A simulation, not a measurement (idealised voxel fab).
Proc. module: voxel self aligned vias
Each square cell in cross-section cut measures 5 nm, and the section as a whole is 145 nm wide.
Bands, listed from the top down, are how a cross-section gets written in this document; the cross-section itself is a grid of square cells, and a band is one or more rows of them.
What a band's entry tells you: where the top is and where the bottom is, as heights in nm, and after that what lies inside, material by material from left to right, each with its width in nm. Empty space is written as the word "empty", and a single material marked with the word "everywhere" occupies the band from edge to edge.
Height is counted from the level 0, under which the received wafer is composed throughout of one material. The lowest of the bands is not closed at the bottom but continues downward, in the notation "0 and below".
A width given as "30..40" starts at the first number in the band's top row and ends at the second number in its bottom row, shifting by an equal amount at every step from row to row.
For the purposes of this document, the phrase "all unchanged" attached to a step denotes that no cell within the cross-section was modified by that step.
Entry "Enclosed empty spaces" = empty spaces >= 8 cells with no open way to the top; each as width x height at distance, distance from left edge, all nm.
Read whatever lies past the settings on a step's line as the simulator's own remark about the step.
overlay nm: step with mask; distance mask lay right of planned place; negative value = left of planned place.
## Here's what the planned process steps look like
1) RECEIVE: material Si
2) CONFORMAL_DEP: material SiO2, thk nm 15
3) CONFORMAL_DEP: material SiCN, thk nm 5
4) DIRECTIONAL_DEP: material SiO2, thk nm 20
5) DIRECTIONAL_DEP: material aC, thk nm 15
6) PATTERN: tone open, mask id LINES, material resist, width nm 25, pitch nm 65, thk nm 35, overlay nm 0
7) DIRECTIONAL_ETCH: etch materials aC, depth nm 15
8) STRIP: etch materials resist
9) DIRECTIONAL_ETCH: etch materials SiO2, depth nm 20
10) STRIP: etch materials aC
11) CONFORMAL_DEP: material TiN, thk nm 5
12) FILL_DEP: material Ru, thk nm 5
13) CMP: height nm 40
14) SELECTIVE_ETCH: etch materials W Ru TiN, depth nm 5
15) FILL_DEP: material SiN, thk nm 5
16) CMP: height nm 40
17) DIRECTIONAL_DEP: material SiO2, thk nm 20
18) DIRECTIONAL_DEP: material aC, thk nm 10
19) PATTERN: tone open, mask id VIAS, material resist, width nm 45, thk nm 25, overlay nm 0
20) DIRECTIONAL_ETCH: etch materials aC, depth nm 10
21) STRIP: etch materials resist
22) DIRECTIONAL_ETCH: etch materials SiO2, depth nm 20
23) DIRECTIONAL_ETCH: etch materials SiN, depth nm 5
24) STRIP: etch materials aC
25) CONFORMAL_DEP: material TiN, thk nm 5
26) FILL_DEP: material W, thk nm 10
27) CMP: height nm 60
28) CONFORMAL_DEP: material SiN, thk nm 5
## First of two wafers, with the run carried out as planned
## Shown in cross-section is the wafer as received, that is, as it stands after step 1
0 and below | Si everywhere
Enclosed empty spaces: none
## Cross-section of the wafer after step 2
15 down to 0 | SiO2 everywhere
Nothing below the height 0 has changed.
## Cross-section of the wafer after step 3
20 down to 15 | SiCN everywhere
Nothing below the height 15 has changed.
## Cross-section of the wafer after step 4
40 down to 20 | SiO2 everywhere
Nothing below the height 20 has changed.
## Cross-section of the wafer after step 5
55 down to 40 | aC everywhere
Nothing below the height 40 has changed.
## Cross-section of the wafer after step 6
90 down to 55 | resist 25  empty 25  resist 40  empty 25  resist 30
Nothing below the height 55 has changed.
## Cross-section of the wafer after step 7
75 down to 55 | resist 25  empty 25  resist 40  empty 25  resist 30
55 down to 40 | aC 25  empty 25  aC 40  empty 25  aC 30
Nothing below the height 40 has changed.
## Cross-section of the wafer after step 8
55 down to 40 | aC 25  empty 25  aC 40  empty 25  aC 30
Nothing below the height 40 has changed.
## Cross-section of the wafer after step 9
55 down to 40 | aC 25  empty 25  aC 40  empty 25  aC 30
40 down to 20 | SiO2 25  empty 25  SiO2 40  empty 25  SiO2 30
Nothing below the height 20 has changed.
## Cross-section of the wafer after step 10
40 down to 20 | SiO2 25  empty 25  SiO2 40  empty 25  SiO2 30
Nothing below the height 20 has changed.
## Cross-section of the wafer after step 11
45 down to 40 | TiN 30  empty 15  TiN 50  empty 15  TiN 35
40 down to 25 | SiO2 25  TiN 5  empty 15  TiN 5  SiO2 40  TiN 5  empty 15  TiN 5  SiO2 30
25 down to 20 | SiO2 25  TiN 25  SiO2 40  TiN 25  SiO2 30
Nothing below the height 20 has changed.
## Cross-section of the wafer after step 12
50 down to 45 | Ru everywhere
45 down to 40 | TiN 30  Ru 15  TiN 50  Ru 15  TiN 35
40 down to 25 | SiO2 25  TiN 5  Ru 15  TiN 5  SiO2 40  TiN 5  Ru 15  TiN 5  SiO2 30
Nothing below the height 25 has changed.
## Cross-section of the wafer after step 13
40 down to 25 | SiO2 25  TiN 5  Ru 15  TiN 5  SiO2 40  TiN 5  Ru 15  TiN 5  SiO2 30
Nothing below the height 25 has changed.
## Cross-section of the wafer after step 14
40 down to 35 | SiO2 25  empty 25  SiO2 40  empty 25  SiO2 30
Nothing below the height 35 has changed.
## Cross-section of the wafer after step 15
45 down to 40 | SiN everywhere
40 down to 35 | SiO2 25  SiN 25  SiO2 40  SiN 25  SiO2 30
Nothing below the height 35 has changed.
## Cross-section of the wafer after step 16
40 down to 35 | SiO2 25  SiN 25  SiO2 40  SiN 25  SiO2 30
Nothing below the height 35 has changed.
## Cross-section of the wafer after step 17
60 down to 40 | SiO2 everywhere
Nothing below the height 40 has changed.
## Cross-section of the wafer after step 18
70 down to 60 | aC everywhere
Nothing below the height 60 has changed.
## Cross-section of the wafer after step 19
95 down to 70 | resist 15  empty 45  resist 85
Nothing below the height 70 has changed.
## Cross-section of the wafer after step 20
85 down to 70 | resist 15  empty 45  resist 85
70 down to 60 | aC 15  empty 45  aC 85
Nothing below the height 60 has changed.
## Cross-section of the wafer after step 21
70 down to 60 | aC 15  empty 45  aC 85
Nothing below the height 60 has changed.
## Cross-section of the wafer after step 22
70 down to 60 | aC 15  empty 45  aC 85
60 down to 40 | SiO2 15  empty 45  SiO2 85
Nothing below the height 40 has changed.
## Cross-section of the wafer after step 23
70 down to 60 | aC 15  empty 45  aC 85
60 down to 40 | SiO2 15  empty 45  SiO2 85
40 down to 35 | SiO2 25  empty 25  SiO2 40  SiN 25  SiO2 30
Nothing below the height 35 has changed.
## Cross-section of the wafer after step 24
60 down to 40 | SiO2 15  empty 45  SiO2 85
Nothing below the height 40 has changed.
## Cross-section of the wafer after step 25
65 down to 60 | TiN 20  empty 35  TiN 90
60 down to 45 | SiO2 15  TiN 5  empty 35  TiN 5  SiO2 85
45 down to 40 | SiO2 15  TiN 15  empty 15  TiN 15  SiO2 85
40 down to 35 | SiO2 25  TiN 25  SiO2 40  SiN 25  SiO2 30
Nothing below the height 35 has changed.
## Cross-section of the wafer after step 26
75 down to 65 | W everywhere
65 down to 60 | TiN 20  W 35  TiN 90
60 down to 45 | SiO2 15  TiN 5  W 35  TiN 5  SiO2 85
45 down to 40 | SiO2 15  TiN 15  W 15  TiN 15  SiO2 85
Nothing below the height 40 has changed.
## Cross-section of the wafer after step 27
60 down to 45 | SiO2 15  TiN 5  W 35  TiN 5  SiO2 85
Nothing below the height 45 has changed.
## Cross-section of the wafer after step 28
65 down to 60 | SiN everywhere
Nothing below the height 60 has changed.
## Okay, second wafer. Nothing different at the start, nothing different in the plan, just one mistake somewhere in the running. As far as step 14, counting that step, it's the first wafer all over again
## Cross-section of the second wafer at the time by which step 15 should have been completed according to the plan
45 down to 40 | aC everywhere
40 down to 35 | SiO2 25  aC 25  SiO2 40  aC 25  SiO2 30
Nothing below the height 35 has changed.
## Cross-section of the second wafer at the time by which step 16 should have been completed according to the plan
40 down to 35 | SiO2 25  aC 25  SiO2 40  aC 25  SiO2 30
Nothing below the height 35 has changed.
## Cross-section of the second wafer at the time by which step 17 should have been completed according to the plan
60 down to 40 | SiO2 everywhere
Nothing below the height 40 has changed.
## Cross-section of the second wafer at the time by which step 18 should have been completed according to the plan
70 down to 60 | aC everywhere
Nothing below the height 60 has changed.
## Cross-section of the second wafer at the time by which step 19 should have been completed according to the plan
95 down to 70 | resist 15  empty 45  resist 85
Nothing below the height 70 has changed.
## Cross-section of the second wafer at the time by which step 20 should have been completed according to the plan
85 down to 70 | resist 15  empty 45  resist 85
70 down to 60 | aC 15  empty 45  aC 85
Nothing below the height 60 has changed.
## Cross-section of the second wafer at the time by which step 21 should have been completed according to the plan
70 down to 60 | aC 15  empty 45  aC 85
Nothing below the height 60 has changed.
## Cross-section of the second wafer at the time by which step 22 should have been completed according to the plan
70 down to 60 | aC 15  empty 45  aC 85
60 down to 40 | SiO2 15  empty 45  SiO2 85
Nothing below the height 40 has changed.
Cross-section of the second wafer at the time by which step 23 should have been completed according to the plan: all unchanged
## Cross-section of the second wafer at the time by which step 24 should have been completed according to the plan
60 down to 40 | SiO2 15  empty 45  SiO2 85
40 down to 35 | SiO2 25  empty 25  SiO2 40  aC 25  SiO2 30
Nothing below the height 35 has changed.
## Cross-section of the second wafer at the time by which step 25 should have been completed according to the plan
65 down to 60 | TiN 20  empty 35  TiN 90
60 down to 45 | SiO2 15  TiN 5  empty 35  TiN 5  SiO2 85
45 down to 40 | SiO2 15  TiN 15  empty 15  TiN 15  SiO2 85
40 down to 35 | SiO2 25  TiN 25  SiO2 40  aC 25  SiO2 30
Nothing below the height 35 has changed.
## Cross-section of the second wafer at the time by which step 26 should have been completed according to the plan
75 down to 65 | W everywhere
65 down to 60 | TiN 20  W 35  TiN 90
60 down to 45 | SiO2 15  TiN 5  W 35  TiN 5  SiO2 85
45 down to 40 | SiO2 15  TiN 15  W 15  TiN 15  SiO2 85
Nothing below the height 40 has changed.
## Cross-section of the second wafer at the time by which step 27 should have been completed according to the plan
60 down to 45 | SiO2 15  TiN 5  W 35  TiN 5  SiO2 85
Nothing below the height 45 has changed.
## Cross-section of the second wafer at the time by which step 28 should have been completed according to the plan
65 down to 60 | SiN everywhere
Nothing below the height 60 has changed.
Where did the run depart from the plan? step 15 changed vs plan, executed as FILL_DEP: material aC, thk nm 5
Materials where the second wafer ends with more or fewer cells than the first: -5 SiN; +5 aC
